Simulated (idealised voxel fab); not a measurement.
Name of the process module below: voxel plated lines
The cross-section on display is named cut; it measures 285 nm wide, and its cells are 5 nm squares.
Heads up, the way a cross-section reads in here is a grid of square cells, handed over as bands from the top down, with every band being one or more rows of cells.
Band: top and bottom heights (nm) first, top before bottom; then materials from left to right, widths in nm. "all across" marks a sole material filling the band edge to edge. "blank" denotes empty space.
Heights are measured from 0, the level below which the as-received wafer is all one material; the lowest band has no bottom and continues downward, written as in "0..down".
A two-number width, for instance "30..40", indicates that the width is equal to the first number in the top row of the band and to the second number in the bottom row, and that it changes by a constant amount per row of cells.
Where a step carries "left unchanged", the cross-section came out of it unchanged, cell for cell.
The label "Enclosed void list" introduces a list of the empty spaces, 8 cells or larger, that have no open way up to the top; each entry in it reads width x height at distance, where the distance is taken from the left edge and all three are stated in nm.
Anything after a step's settings on that line? It's the simulator's own note about the step.
Each step line may optionally specify "overlay nm", which for a step with a mask gives the rightward distance between the mask's planned place and where it lay, a negative value indicating the leftward direction.
### Steps planned for the process
- 1: RECEIVE: material Si
- 2: CONFORMAL_DEP: material SiN, thk nm 10
- 3: DIRECTIONAL_DEP: material TiN, thk nm 5
- 4: PATTERN: tone open, mask id LINES, material resist, width nm 20, pitch nm 40, thk nm 15, overlay nm 0
- 5: EPI: material Ru, thk nm 10
- 6: STRIP: etch materials resist
- 7: DIRECTIONAL_ETCH: etch materials TiN, depth nm 5
- 8: CONFORMAL_DEP: material SiN, thk nm 10
### Wafer cross-section on receipt, i.e. after step 1
    0..down  Si all across
    Enclosed void list: none
### Cross-sectional image of the first of two wafers at the end of the module, the run having proceeded as planned
    35..25  100 nm blank / 80 nm SiN / 105 nm blank
    25..20  100 nm blank / 10 nm SiN / 20 nm Ru / 20 nm SiN / 20 nm Ru / 10 nm SiN / 105 nm blank
    20..15  110 nm SiN / 20 nm Ru / 20 nm SiN / 20 nm Ru / 115 nm SiN
    15..10  110 nm SiN / 20 nm TiN / 20 nm SiN / 20 nm TiN / 115 nm SiN
    10..0  SiN all across
    0..down  Si all across
    Enclosed void list: none
### second wafer at the end: like start, like plan, one mistake
    35..25  100 nm blank / 80 nm SiN / 105 nm blank
    25..20  100 nm blank / 10 nm SiN / 20 nm Ru / 20 nm SiN / 20 nm Ru / 10 nm SiN / 105 nm blank
    20..15  110 nm SiN / 20 nm Ru / 20 nm SiN / 20 nm Ru / 115 nm SiN
    15..10  110 nm SiN / 20 nm TiN / 20 nm SiN / 20 nm TiN / 115 nm SiN
    10..0  TiN all across
    0..down  Si all across
    Enclosed void list: none
Finding, execution versus plan: step 2 ran with different settings than intended, the actual operation and settings being CONFORMAL_DEP: material TiN, thk nm 10
The final cell counts differ between the wafers, with the second having more or fewer of some materials than the first: 114 fewer of SiN; 114 more of TiN
